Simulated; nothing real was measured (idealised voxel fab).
The name of this process module is voxel spacer lines.
Section shown: cut. Width: 250 nm. Cell size: 5 nm, square.
Cross-section, as written here: a square-cell grid given band by band from the top down, where a band holds one or more rows of cells. Band: top and bottom heights (nm) first, top before bottom; then materials from left to right, widths in nm. "throughout" marks a sole material filling the band edge to edge. "air" denotes empty space. All heights in this document are referenced to 0, defined as the level beneath which the wafer, as received, consists entirely of one material. The lowest band is not bounded below; it extends indefinitely downward and is written in the form "0 and below". The width entry "30->40" should be interpreted row by row: the top row of cells in the band takes the first number, the bottom row takes the second number, and the change between adjacent rows is uniform throughout. It should be understood that the words "all unchanged", when stated for a given step, signify that the cross-section underwent no change in any of its cells during that step. Reported under the label "Voids, sealed" are the empty spaces having no open way to the top and comprising 8 cells or more; the notation for each is width x height at distance, in which the distance is measured from the left edge and all three values are in nm. after a step's settings: what the simulator itself notes on the step. The optional step-line setting "overlay nm" applies to steps with a mask and quantifies how far to the right of its planned location the mask lay, a negative value indicating leftward placement.
PLANNED PROCESS STEPS
1) RECEIVE,material Si
2) CONFORMAL_DEP,material Al2O3,thk nm 10
3) DIRECTIONAL_DEP,material TiN,thk nm 10
4) DIRECTIONAL_DEP,material aC,thk nm 20
5) PATTERN,tone cover,mask id MANDREL,material resist,width nm 20,pitch nm 60,thk nm 30,overlay nm 0
6) DIRECTIONAL_ETCH,etch materials aC,depth nm 20
7) STRIP,etch materials resist
8) CONFORMAL_DEP,material SiO2,thk nm 10
9) DIRECTIONAL_ETCH,etch materials SiO2,depth nm 10
10) STRIP,etch materials aC
11) DIRECTIONAL_ETCH,etch materials TiN,depth nm 10
12) STRIP,etch materials SiO2
13) FILL_DEP,material SiO2,thk nm 5
14) CMP,height nm 20
CROSS-SECTIONAL VIEW OF THE WAFER IN ITS AS-RECEIVED CONDITION, CORRESPONDING TO THE STATE AFTER STEP 1
* 0 and below  Si throughout
* Voids, sealed: none
END-OF-MODULE CROSS-SECTION. STARTING STRUCTURE AND PROCESS PLAN AS ABOVE; ONE MISTAKE MADE IN RUNNING IT
* 20 down to 10  SiO2=45, TiN=10, SiO2=25, TiN=10, SiO2=15, TiN=10, SiO2=25, TiN=10, SiO2=15, TiN=10, SiO2=25, TiN=10, SiO2=40
* 10 down to 0  Al2O3 throughout
* 0 and below  Si throughout
* Voids, sealed: none
What went wrong in running the wafer? it should be noted that step 5 was executed with settings other than those planned, the operation and settings actually applied being PATTERN,tone cover,mask id MANDREL,material resist,width nm 25,pitch nm 60,thk nm 30,overlay nm 0
